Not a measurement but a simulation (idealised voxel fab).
Process module in this document: voxel self aligned contacts
Each square cell in cross-section cut measures 5 nm, and the section as a whole is 285 nm wide.
Format of a cross-section: grid, square cells. Given as bands. Order: top down. Band: one or more rows of cells. In this notation a band is specified by the heights of its top and bottom, in that order and in nm, after which its materials appear from left to right, each paired with its width in nm. The word "edge to edge" attached to a single material means that material fills the band from edge to edge; the word "blank" stands for empty space. Heights are measured from 0, the level below which the as-received wafer is all one material; the lowest band has no bottom and continues downward, written as in "0 down". The two numbers in a width such as "30->40" mark its ends across the band: the first belongs to the top row of cells, the second to the bottom row, and from each row to the next the width moves by the same amount. Reading "no change" for a step: not a cell of the cross-section changed in it. Heads up: "Enclosed internal voids" only lists the empty pockets with no open path to the top that are 8 cells or more, and it writes them as width x height at distance, distance from the left edge, in nm. Past the settings on a step's line: simulator remark, on that step. A step's line can hold "overlay nm"; with a mask on that step, the setting says how far right of the planned place the mask lay, while a negative setting says it lay to the left.

The steps planned for the process are as follows
step 1: RECEIVE with material Si
step 2: OXIDIZE with depth nm 5
step 3: DIRECTIONAL_DEP with material polySi, thk nm 20
step 4: DIRECTIONAL_DEP with material SiN, thk nm 20
step 5: DIRECTIONAL_DEP with material aC, thk nm 10
step 6: PATTERN with tone cover, mask id GATE, material resist, width nm 25, pitch nm 55, thk nm 30, overlay nm 0
step 7: DIRECTIONAL_ETCH with etch materials aC, depth nm 10
step 8: STRIP with etch materials resist
step 9: DIRECTIONAL_ETCH with etch materials SiN, depth nm 20
step 10: DIRECTIONAL_ETCH with etch materials polySi, depth nm 20
step 11: STRIP with etch materials aC
step 12: CONFORMAL_DEP with material SiN, thk nm 5
step 13: DIRECTIONAL_ETCH with etch materials SiN, depth nm 5
step 14: FILL_DEP with material SiO2, thk nm 10
step 15: CMP with height nm 45
step 16: PATTERN with tone open, mask id CONTACT, material resist, width nm 40, pitch nm 55, thk nm 15, overlay nm 0
step 17: DIRECTIONAL_ETCH with etch materials SiO2, depth nm 50
step 18: STRIP with etch materials resist
step 19: CONFORMAL_DEP with material TiN, thk nm 5
step 20: FILL_DEP with material W, thk nm 5
step 21: CMP with height nm 45
step 22: CONFORMAL_DEP with material SiCN, thk nm 5

Wafer cross-section on receipt, i.e. after step 1
* 0 down | Si edge to edge
* Enclosed internal voids: none

first wafer at the end, as planned
* 50 to 45 | SiCN edge to edge
* 45 to 40 | SiO2 95  TiN 15  W 10  TiN 15  SiO2 15  TiN 15  W 10  TiN 15  SiO2 95
* 40 to 20 | SiO2 70  SiN 35  TiN 5  W 10  TiN 5  SiN 35  TiN 5  W 10  TiN 5  SiN 35  SiO2 70
* 20 to 0 | SiO2 70  SiN 5  polySi 25  SiN 5  TiN 5  W 10  TiN 5  SiN 5  polySi 25  SiN 5  TiN 5  W 10  TiN 5  SiN 5  polySi 25  SiN 5  SiO2 70
* 0 to -5 | SiO2 105  TiN 20  SiO2 35  TiN 20  SiO2 105
* -5 down | Si edge to edge
* Enclosed internal voids: none

End-of-module cross-section of the second wafer: identical starting point and process plan to the first, with one processing mistake
* 50 to 45 | SiCN edge to edge
* 45 to 40 | SiO2 95  TiN 10  W 10  TiN 20  SiO2 15  TiN 10  W 10  TiN 20  SiO2 95
* 40 to 20 | SiO2 65  SiN 35  TiN 5  W 10  TiN 5  SiN 35  TiN 5  W 10  TiN 5  SiN 35  SiO2 75
* 20 to 0 | SiO2 65  SiN 5  polySi 25  SiN 5  TiN 5  W 10  TiN 5  SiN 5  polySi 25  SiN 5  TiN 5  W 10  TiN 5  SiN 5  polySi 25  SiN 5  SiO2 75
* 0 to -5 | SiO2 100  TiN 20  SiO2 35  TiN 20  SiO2 110
* -5 down | Si edge to edge
* Enclosed internal voids: none
It is concluded that the wafer was processed incorrectly with respect to the plan, in that step 6 ran with different settings than intended, the actual operation and settings being PATTERN with tone cover, mask id GATE, material resist, width nm 25, pitch nm 55, thk nm 30, overlay nm -5
In the final comparison it is observed that the number of cells assigned to each material is identical for the two wafers, whereas their placement is not.
